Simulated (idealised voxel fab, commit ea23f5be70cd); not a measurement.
Process module in this document: voxel gate over fins
Each square cell in cross-section cut measures 5 nm, and the section as a whole is 195 nm wide.
Reading order for cross-sections: top band down to bottom band. Underlying form: a grid of square cells. Band size: one or more rows of cells. For a band, the entry starts with two heights in nm, that of the top and then that of the bottom, and carries on with the band's materials in order from left to right, each alongside its width in nm; the word "edge to edge" beside a single material means it fills the band edge to edge, and "blank" means empty space. The level at which height equals 0 is the one under which the wafer, as it arrives, is entirely one material. No lower edge exists for the bottom band, which continues downward and is notated as in "0 and below". The width entry "30..40" should be interpreted row by row: the top row of cells in the band takes the first number, the bottom row takes the second number, and the change between adjacent rows is uniform throughout. Key: "remained the same" - step with no changed cell in the cross-section. "Closed empty spaces" means: voids of 8 cells or more that are shut off from the top with no open way through. Written width x height at distance, distance from the left edge, in nm. Past the settings on a step's line: simulator remark, on that step. overlay nm: how far to the right of its planned place the mask lay on this masked step (negative: to the left).
[Intended process steps]
1,RECEIVE | material Si
2,CONFORMAL_DEP | material SiN | thk nm 5
3,PATTERN | tone cover | mask id FINS | material resist | width nm 15 | pitch nm 60 | thk nm 15 | overlay nm 0
4,DIRECTIONAL_ETCH | etch materials SiN | depth nm 5
5,DIRECTIONAL_ETCH | etch materials Si | depth nm 40
6,STRIP | etch materials resist
7,FILL_DEP | material SiO2 | thk nm 15
8,CMP | height nm 5
9,PATTERN | tone open | mask id RAIL | material resist | width nm 15 | thk nm 15 | overlay nm 0
10,DIRECTIONAL_ETCH | etch materials SiO2 | depth nm 40
11,STRIP | etch materials resist
12,CONFORMAL_DEP | material TiN | thk nm 5
13,FILL_DEP | material W | thk nm 5
14,CMP | height nm 5
15,SELECTIVE_ETCH | etch materials W Ru TiN | depth nm 25
16,FILL_DEP | material SiO2 | thk nm 5
17,CMP | height nm 5
18,SELECTIVE_ETCH | etch materials SiO2 | depth nm 20
19,STRIP | etch materials SiN
20,CONFORMAL_DEP | material HfO2 | thk nm 5
21,CONFORMAL_DEP | material TiN | thk nm 5
22,CONFORMAL_DEP | material TiAl | thk nm 5
23,CONFORMAL_DEP | material TiN | thk nm 5
24,FILL_DEP | material W | thk nm 10
25,CMP | height nm 25
26,CONFORMAL_DEP | material SiCN | thk nm 5
[On the first of the two wafers: run conducted according to plan]
[Received-state cross-section, reflecting completion of step 1]
* 0 and below: Si edge to edge
* Closed empty spaces: none
[State of the wafer after step 2, shown in cross-section]
* 5 down to 0: SiN edge to edge
* At heights below 0, the structure remains unaltered.
[State of the wafer after step 3, shown in cross-section]
* 20 down to 5: blank 30 | resist 15 | blank 45 | resist 15 | blank 45 | resist 15 | blank 30
* At heights below 5, the structure remains unaltered.
[State of the wafer after step 4, shown in cross-section]
* 20 down to 5: blank 30 | resist 15 | blank 45 | resist 15 | blank 45 | resist 15 | blank 30
* 5 down to 0: blank 30 | SiN 15 | blank 45 | SiN 15 | blank 45 | SiN 15 | blank 30
* At heights below 0, the structure remains unaltered.
[State of the wafer after step 5, shown in cross-section]
* 20 down to 5: blank 30 | resist 15 | blank 45 | resist 15 | blank 45 | resist 15 | blank 30
* 5 down to 0: blank 30 | SiN 15 | blank 45 | SiN 15 | blank 45 | SiN 15 | blank 30
* 0 down to -40: blank 30 | Si 15 | blank 45 | Si 15 | blank 45 | Si 15 | blank 30
* At heights below -40, the structure remains unaltered.
[State of the wafer after step 6, shown in cross-section]
* 5 down to 0: blank 30 | SiN 15 | blank 45 | SiN 15 | blank 45 | SiN 15 | blank 30
* At heights below 0, the structure remains unaltered.
[State of the wafer after step 7, shown in cross-section]
* 20 down to 5: SiO2 edge to edge
* 5 down to 0: SiO2 30 | SiN 15 | SiO2 45 | SiN 15 | SiO2 45 | SiN 15 | SiO2 30
* 0 down to -40: SiO2 30 | Si 15 | SiO2 45 | Si 15 | SiO2 45 | Si 15 | SiO2 30
* At heights below -40, the structure remains unaltered.
[State of the wafer after step 8, shown in cross-section]
* 5 down to 0: SiO2 30 | SiN 15 | SiO2 45 | SiN 15 | SiO2 45 | SiN 15 | SiO2 30
* At heights below 0, the structure remains unaltered.
[State of the wafer after step 9, shown in cross-section]
* 20 down to 5: resist 60 | blank 15 | resist 120
* At heights below 5, the structure remains unaltered.
[State of the wafer after step 10, shown in cross-section]
* 20 down to 5: resist 60 | blank 15 | resist 120
* 5 down to 0: SiO2 30 | SiN 15 | SiO2 15 | blank 15 | SiO2 15 | SiN 15 | SiO2 45 | SiN 15 | SiO2 30
* 0 down to -35: SiO2 30 | Si 15 | SiO2 15 | blank 15 | SiO2 15 | Si 15 | SiO2 45 | Si 15 | SiO2 30
* At heights below -35, the structure remains unaltered.
[State of the wafer after step 11, shown in cross-section]
* 5 down to 0: SiO2 30 | SiN 15 | SiO2 15 | blank 15 | SiO2 15 | SiN 15 | SiO2 45 | SiN 15 | SiO2 30
* At heights below 0, the structure remains unaltered.
[State of the wafer after step 12, shown in cross-section]
* 10 down to 5: TiN 65 | blank 5 | TiN 125
* 5 down to 0: SiO2 30 | SiN 15 | SiO2 15 | TiN 5 | blank 5 | TiN 5 | SiO2 15 | SiN 15 | SiO2 45 | SiN 15 | SiO2 30
* 0 down to -30: SiO2 30 | Si 15 | SiO2 15 | TiN 5 | blank 5 | TiN 5 | SiO2 15 | Si 15 | SiO2 45 | Si 15 | SiO2 30
* -30 down to -35: SiO2 30 | Si 15 | SiO2 15 | TiN 15 | SiO2 15 | Si 15 | SiO2 45 | Si 15 | SiO2 30
* At heights below -35, the structure remains unaltered.
[State of the wafer after step 13, shown in cross-section]
* 15 down to 10: W edge to edge
* 10 down to 5: TiN 65 | W 5 | TiN 125
* 5 down to 0: SiO2 30 | SiN 15 | SiO2 15 | TiN 5 | W 5 | TiN 5 | SiO2 15 | SiN 15 | SiO2 45 | SiN 15 | SiO2 30
* 0 down to -30: SiO2 30 | Si 15 | SiO2 15 | TiN 5 | W 5 | TiN 5 | SiO2 15 | Si 15 | SiO2 45 | Si 15 | SiO2 30
* At heights below -30, the structure remains unaltered.
[State of the wafer after step 14, shown in cross-section]
* 5 down to 0: SiO2 30 | SiN 15 | SiO2 15 | TiN 5 | W 5 | TiN 5 | SiO2 15 | SiN 15 | SiO2 45 | SiN 15 | SiO2 30
* At heights below 0, the structure remains unaltered.
[State of the wafer after step 15, shown in cross-section]
* 5 down to 0: SiO2 30 | SiN 15 | SiO2 15 | blank 15 | SiO2 15 | SiN 15 | SiO2 45 | SiN 15 | SiO2 30
* 0 down to -20: SiO2 30 | Si 15 | SiO2 15 | blank 15 | SiO2 15 | Si 15 | SiO2 45 | Si 15 | SiO2 30
* At heights below -20, the structure remains unaltered.
[State of the wafer after step 16, shown in cross-section]
* 10 down to 5: SiO2 edge to edge
* 5 down to 0: SiO2 30 | SiN 15 | SiO2 45 | SiN 15 | SiO2 45 | SiN 15 | SiO2 30
* 0 down to -20: SiO2 30 | Si 15 | SiO2 45 | Si 15 | SiO2 45 | Si 15 | SiO2 30
* At heights below -20, the structure remains unaltered.
[State of the wafer after step 17, shown in cross-section]
* 5 down to 0: SiO2 30 | SiN 15 | SiO2 45 | SiN 15 | SiO2 45 | SiN 15 | SiO2 30
* At heights below 0, the structure remains unaltered.
[State of the wafer after step 18, shown in cross-section]
* 5 down to 0: blank 30 | SiN 15 | blank 45 | SiN 15 | blank 45 | SiN 15 | blank 30
* 0 down to -15: blank 30 | Si 15 | blank 45 | Si 15 | blank 45 | Si 15 | blank 30
* At heights below -15, the structure remains unaltered.
[State of the wafer after step 19, shown in cross-section]
* 0 down to -15: blank 30 | Si 15 | blank 45 | Si 15 | blank 45 | Si 15 | blank 30
* At heights below -15, the structure remains unaltered.
[State of the wafer after step 20, shown in cross-section]
* 5 down to 0: blank 25 | HfO2 25 | blank 35 | HfO2 25 | blank 35 | HfO2 25 | blank 25
* 0 down to -10: blank 25 | HfO2 5 | Si 15 | HfO2 5 | blank 35 | HfO2 5 | Si 15 | HfO2 5 | blank 35 | HfO2 5 | Si 15 | HfO2 5 | blank 25
* -10 down to -15: HfO2 30 | Si 15 | HfO2 45 | Si 15 | HfO2 45 | Si 15 | HfO2 30
* At heights below -15, the structure remains unaltered.
[State of the wafer after step 21, shown in cross-section]
* 10 down to 5: blank 20 | TiN 35 | blank 25 | TiN 35 | blank 25 | TiN 35 | blank 20
* 5 down to 0: blank 20 | TiN 5 | HfO2 25 | TiN 5 | blank 25 | TiN 5 | HfO2 25 | TiN 5 | blank 25 | TiN 5 | HfO2 25 | TiN 5 | blank 20
* 0 down to -5: blank 20 | TiN 5 | HfO2 5 | Si 15 | HfO2 5 | TiN 5 | blank 25 | TiN 5 | HfO2 5 | Si 15 | HfO2 5 | TiN 5 | blank 25 | TiN 5 | HfO2 5 | Si 15 | HfO2 5 | TiN 5 | blank 20
* -5 down to -10: TiN 25 | HfO2 5 | Si 15 | HfO2 5 | TiN 35 | HfO2 5 | Si 15 | HfO2 5 | TiN 35 | HfO2 5 | Si 15 | HfO2 5 | TiN 25
* At heights below -10, the structure remains unaltered.
[State of the wafer after step 22, shown in cross-section]
* 15 down to 10: blank 15 | TiAl 45 | blank 15 | TiAl 45 | blank 15 | TiAl 45 | blank 15
* 10 down to 5: blank 15 | TiAl 5 | TiN 35 | TiAl 5 | blank 15 | TiAl 5 | TiN 35 | TiAl 5 | blank 15 | TiAl 5 | TiN 35 | TiAl 5 | blank 15
* 5 down to 0: blank 15 | TiAl 5 | TiN 5 | HfO2 25 | TiN 5 | TiAl 5 | blank 15 | TiAl 5 | TiN 5 | HfO2 25 | TiN 5 | TiAl 5 | blank 15 | TiAl 5 | TiN 5 | HfO2 25 | TiN 5 | TiAl 5 | blank 15
* 0 down to -5: TiAl 20 | TiN 5 | HfO2 5 | Si 15 | HfO2 5 | TiN 5 | TiAl 25 | TiN 5 | HfO2 5 | Si 15 | HfO2 5 | TiN 5 | TiAl 25 | TiN 5 | HfO2 5 | Si 15 | HfO2 5 | TiN 5 | TiAl 20
* At heights below -5, the structure remains unaltered.
[State of the wafer after step 23, shown in cross-section]
* 20 down to 15: blank 10 | TiN 55 | blank 5 | TiN 55 | blank 5 | TiN 55 | blank 10
* 15 down to 10: blank 10 | TiN 5 | TiAl 45 | TiN 5 | blank 5 | TiN 5 | TiAl 45 | TiN 5 | blank 5 | TiN 5 | TiAl 45 | TiN 5 | blank 10
* 10 down to 5: blank 10 | TiN 5 | TiAl 5 | TiN 35 | TiAl 5 | TiN 5 | blank 5 | TiN 5 | TiAl 5 | TiN 35 | TiAl 5 | TiN 5 | blank 5 | TiN 5 | TiAl 5 | TiN 35 | TiAl 5 | TiN 5 | blank 10
* 5 down to 0: TiN 15 | TiAl 5 | TiN 5 | HfO2 25 | TiN 5 | TiAl 5 | TiN 15 | TiAl 5 | TiN 5 | HfO2 25 | TiN 5 | TiAl 5 | TiN 15 | TiAl 5 | TiN 5 | HfO2 25 | TiN 5 | TiAl 5 | TiN 15
* At heights below 0, the structure remains unaltered.
[State of the wafer after step 24, shown in cross-section]
* 30 down to 20: W edge to edge
* 20 down to 15: W 10 | TiN 55 | W 5 | TiN 55 | W 5 | TiN 55 | W 10
* 15 down to 10: W 10 | TiN 5 | TiAl 45 | TiN 5 | W 5 | TiN 5 | TiAl 45 | TiN 5 | W 5 | TiN 5 | TiAl 45 | TiN 5 | W 10
* 10 down to 5: W 10 | TiN 5 | TiAl 5 | TiN 35 | TiAl 5 | TiN 5 | W 5 | TiN 5 | TiAl 5 | TiN 35 | TiAl 5 | TiN 5 | W 5 | TiN 5 | TiAl 5 | TiN 35 | TiAl 5 | TiN 5 | W 10
* At heights below 5, the structure remains unaltered.
[State of the wafer after step 25, shown in cross-section]
* 25 down to 20: W edge to edge
* At heights below 20, the structure remains unaltered.
[State of the wafer after step 26, shown in cross-section]
* 30 down to 25: SiCN edge to edge
* At heights below 25, the structure remains unaltered.
[Companion wafer, the second of two: same beginning, same intended sequence, one mistake in carrying it out; through step 8 inclusive it tracks the first exactly]
[Cross-section of the second wafer at the time by which step 9 should have been completed according to the plan]
* 20 down to 5: blank 60 | resist 15 | blank 120
* At heights below 5, the structure remains unaltered.
[Cross-section of the second wafer at the time by which step 10 should have been completed according to the plan]
* 20 down to 5: blank 60 | resist 15 | blank 120
* 5 down to 0: blank 30 | SiN 15 | blank 15 | SiO2 15 | blank 15 | SiN 15 | blank 45 | SiN 15 | blank 30
* 0 down to -35: blank 30 | Si 15 | blank 15 | SiO2 15 | blank 15 | Si 15 | blank 45 | Si 15 | blank 30
* At heights below -35, the structure remains unaltered.
[Cross-section of the second wafer at the time by which step 11 should have been completed according to the plan]
* 5 down to 0: blank 30 | SiN 15 | blank 15 | SiO2 15 | blank 15 | SiN 15 | blank 45 | SiN 15 | blank 30
* At heights below 0, the structure remains unaltered.
[Cross-section of the second wafer at the time by which step 12 should have been completed according to the plan]
* 10 down to 5: blank 25 | TiN 25 | blank 5 | TiN 25 | blank 5 | TiN 25 | blank 35 | TiN 25 | blank 25
* 5 down to 0: blank 25 | TiN 5 | SiN 15 | TiN 5 | blank 5 | TiN 5 | SiO2 15 | TiN 5 | blank 5 | TiN 5 | SiN 15 | TiN 5 | blank 35 | TiN 5 | SiN 15 | TiN 5 | blank 25
* 0 down to -30: blank 25 | TiN 5 | Si 15 | TiN 5 | blank 5 | TiN 5 | SiO2 15 | TiN 5 | blank 5 | TiN 5 | Si 15 | TiN 5 | blank 35 | TiN 5 | Si 15 | TiN 5 | blank 25
* -30 down to -35: TiN 30 | Si 15 | TiN 15 | SiO2 15 | TiN 15 | Si 15 | TiN 45 | Si 15 | TiN 30
* At heights below -35, the structure remains unaltered.
[Cross-section of the second wafer at the time by which step 13 should have been completed according to the plan]
* 15 down to 10: W edge to edge
* 10 down to 5: W 25 | TiN 25 | W 5 | TiN 25 | W 5 | TiN 25 | W 35 | TiN 25 | W 25
* 5 down to 0: W 25 | TiN 5 | SiN 15 | TiN 5 | W 5 | TiN 5 | SiO2 15 | TiN 5 | W 5 | TiN 5 | SiN 15 | TiN 5 | W 35 | TiN 5 | SiN 15 | TiN 5 | W 25
* 0 down to -30: W 25 | TiN 5 | Si 15 | TiN 5 | W 5 | TiN 5 | SiO2 15 | TiN 5 | W 5 | TiN 5 | Si 15 | TiN 5 | W 35 | TiN 5 | Si 15 | TiN 5 | W 25
* At heights below -30, the structure remains unaltered.
[Cross-section of the second wafer at the time by which step 14 should have been completed according to the plan]
* 5 down to 0: W 25 | TiN 5 | SiN 15 | TiN 5 | W 5 | TiN 5 | SiO2 15 | TiN 5 | W 5 | TiN 5 | SiN 15 | TiN 5 | W 35 | TiN 5 | SiN 15 | TiN 5 | W 25
* At heights below 0, the structure remains unaltered.
[Cross-section of the second wafer at the time by which step 15 should have been completed according to the plan]
* 5 down to 0: blank 30 | SiN 15 | blank 15 | SiO2 15 | blank 15 | SiN 15 | blank 45 | SiN 15 | blank 30
* 0 down to -20: blank 30 | Si 15 | blank 15 | SiO2 15 | blank 15 | Si 15 | blank 45 | Si 15 | blank 30
* At heights below -20, the structure remains unaltered.
[Cross-section of the second wafer at the time by which step 16 should have been completed according to the plan]
* 10 down to 5: SiO2 edge to edge
* 5 down to 0: SiO2 30 | SiN 15 | SiO2 45 | SiN 15 | SiO2 45 | SiN 15 | SiO2 30
* 0 down to -20: SiO2 30 | Si 15 | SiO2 45 | Si 15 | SiO2 45 | Si 15 | SiO2 30
* At heights below -20, the structure remains unaltered.
[Cross-section of the second wafer at the time by which step 17 should have been completed according to the plan]
* 5 down to 0: SiO2 30 | SiN 15 | SiO2 45 | SiN 15 | SiO2 45 | SiN 15 | SiO2 30
* At heights below 0, the structure remains unaltered.
[Cross-section of the second wafer at the time by which step 18 should have been completed according to the plan]
* 5 down to 0: blank 30 | SiN 15 | blank 45 | SiN 15 | blank 45 | SiN 15 | blank 30
* 0 down to -15: blank 30 | Si 15 | blank 45 | Si 15 | blank 45 | Si 15 | blank 30
* At heights below -15, the structure remains unaltered.
[Cross-section of the second wafer at the time by which step 19 should have been completed according to the plan]
* 0 down to -15: blank 30 | Si 15 | blank 45 | Si 15 | blank 45 | Si 15 | blank 30
* At heights below -15, the structure remains unaltered.
[Cross-section of the second wafer at the time by which step 20 should have been completed according to the plan]
* 5 down to 0: blank 25 | HfO2 25 | blank 35 | HfO2 25 | blank 35 | HfO2 25 | blank 25
* 0 down to -10: blank 25 | HfO2 5 | Si 15 | HfO2 5 | blank 35 | HfO2 5 | Si 15 | HfO2 5 | blank 35 | HfO2 5 | Si 15 | HfO2 5 | blank 25
* -10 down to -15: HfO2 30 | Si 15 | HfO2 45 | Si 15 | HfO2 45 | Si 15 | HfO2 30
* At heights below -15, the structure remains unaltered.
[Cross-section of the second wafer at the time by which step 21 should have been completed according to the plan]
* 10 down to 5: blank 20 | TiN 35 | blank 25 | TiN 35 | blank 25 | TiN 35 | blank 20
* 5 down to 0: blank 20 | TiN 5 | HfO2 25 | TiN 5 | blank 25 | TiN 5 | HfO2 25 | TiN 5 | blank 25 | TiN 5 | HfO2 25 | TiN 5 | blank 20
* 0 down to -5: blank 20 | TiN 5 | HfO2 5 | Si 15 | HfO2 5 | TiN 5 | blank 25 | TiN 5 | HfO2 5 | Si 15 | HfO2 5 | TiN 5 | blank 25 | TiN 5 | HfO2 5 | Si 15 | HfO2 5 | TiN 5 | blank 20
* -5 down to -10: TiN 25 | HfO2 5 | Si 15 | HfO2 5 | TiN 35 | HfO2 5 | Si 15 | HfO2 5 | TiN 35 | HfO2 5 | Si 15 | HfO2 5 | TiN 25
* At heights below -10, the structure remains unaltered.
[Cross-section of the second wafer at the time by which step 22 should have been completed according to the plan]
* 15 down to 10: blank 15 | TiAl 45 | blank 15 | TiAl 45 | blank 15 | TiAl 45 | blank 15
* 10 down to 5: blank 15 | TiAl 5 | TiN 35 | TiAl 5 | blank 15 | TiAl 5 | TiN 35 | TiAl 5 | blank 15 | TiAl 5 | TiN 35 | TiAl 5 | blank 15
* 5 down to 0: blank 15 | TiAl 5 | TiN 5 | HfO2 25 | TiN 5 | TiAl 5 | blank 15 | TiAl 5 | TiN 5 | HfO2 25 | TiN 5 | TiAl 5 | blank 15 | TiAl 5 | TiN 5 | HfO2 25 | TiN 5 | TiAl 5 | blank 15
* 0 down to -5: TiAl 20 | TiN 5 | HfO2 5 | Si 15 | HfO2 5 | TiN 5 | TiAl 25 | TiN 5 | HfO2 5 | Si 15 | HfO2 5 | TiN 5 | TiAl 25 | TiN 5 | HfO2 5 | Si 15 | HfO2 5 | TiN 5 | TiAl 20
* At heights below -5, the structure remains unaltered.
[Cross-section of the second wafer at the time by which step 23 should have been completed according to the plan]
* 20 down to 15: blank 10 | TiN 55 | blank 5 | TiN 55 | blank 5 | TiN 55 | blank 10
* 15 down to 10: blank 10 | TiN 5 | TiAl 45 | TiN 5 | blank 5 | TiN 5 | TiAl 45 | TiN 5 | blank 5 | TiN 5 | TiAl 45 | TiN 5 | blank 10
* 10 down to 5: blank 10 | TiN 5 | TiAl 5 | TiN 35 | TiAl 5 | TiN 5 | blank 5 | TiN 5 | TiAl 5 | TiN 35 | TiAl 5 | TiN 5 | blank 5 | TiN 5 | TiAl 5 | TiN 35 | TiAl 5 | TiN 5 | blank 10
* 5 down to 0: TiN 15 | TiAl 5 | TiN 5 | HfO2 25 | TiN 5 | TiAl 5 | TiN 15 | TiAl 5 | TiN 5 | HfO2 25 | TiN 5 | TiAl 5 | TiN 15 | TiAl 5 | TiN 5 | HfO2 25 | TiN 5 | TiAl 5 | TiN 15
* At heights below 0, the structure remains unaltered.
[Cross-section of the second wafer at the time by which step 24 should have been completed according to the plan]
* 30 down to 20: W edge to edge
* 20 down to 15: W 10 | TiN 55 | W 5 | TiN 55 | W 5 | TiN 55 | W 10
* 15 down to 10: W 10 | TiN 5 | TiAl 45 | TiN 5 | W 5 | TiN 5 | TiAl 45 | TiN 5 | W 5 | TiN 5 | TiAl 45 | TiN 5 | W 10
* 10 down to 5: W 10 | TiN 5 | TiAl 5 | TiN 35 | TiAl 5 | TiN 5 | W 5 | TiN 5 | TiAl 5 | TiN 35 | TiAl 5 | TiN 5 | W 5 | TiN 5 | TiAl 5 | TiN 35 | TiAl 5 | TiN 5 | W 10
* At heights below 5, the structure remains unaltered.
[Cross-section of the second wafer at the time by which step 25 should have been completed according to the plan]
* 25 down to 20: W edge to edge
* At heights below 20, the structure remains unaltered.
[Cross-section of the second wafer at the time by which step 26 should have been completed according to the plan]
* 30 down to 25: SiCN edge to edge
* At heights below 25, the structure remains unaltered.
Processing error: step 9 was processed under conditions differing from the plan, specifically as PATTERN | tone cover | mask id RAIL | material resist | width nm 15 | thk nm 15 | overlay nm 0
Looking at both finished wafers in cells, the second ends up ahead of or behind the first on some materials: SiO2: 72 fewer, TiN: 36 more, W: 36 more
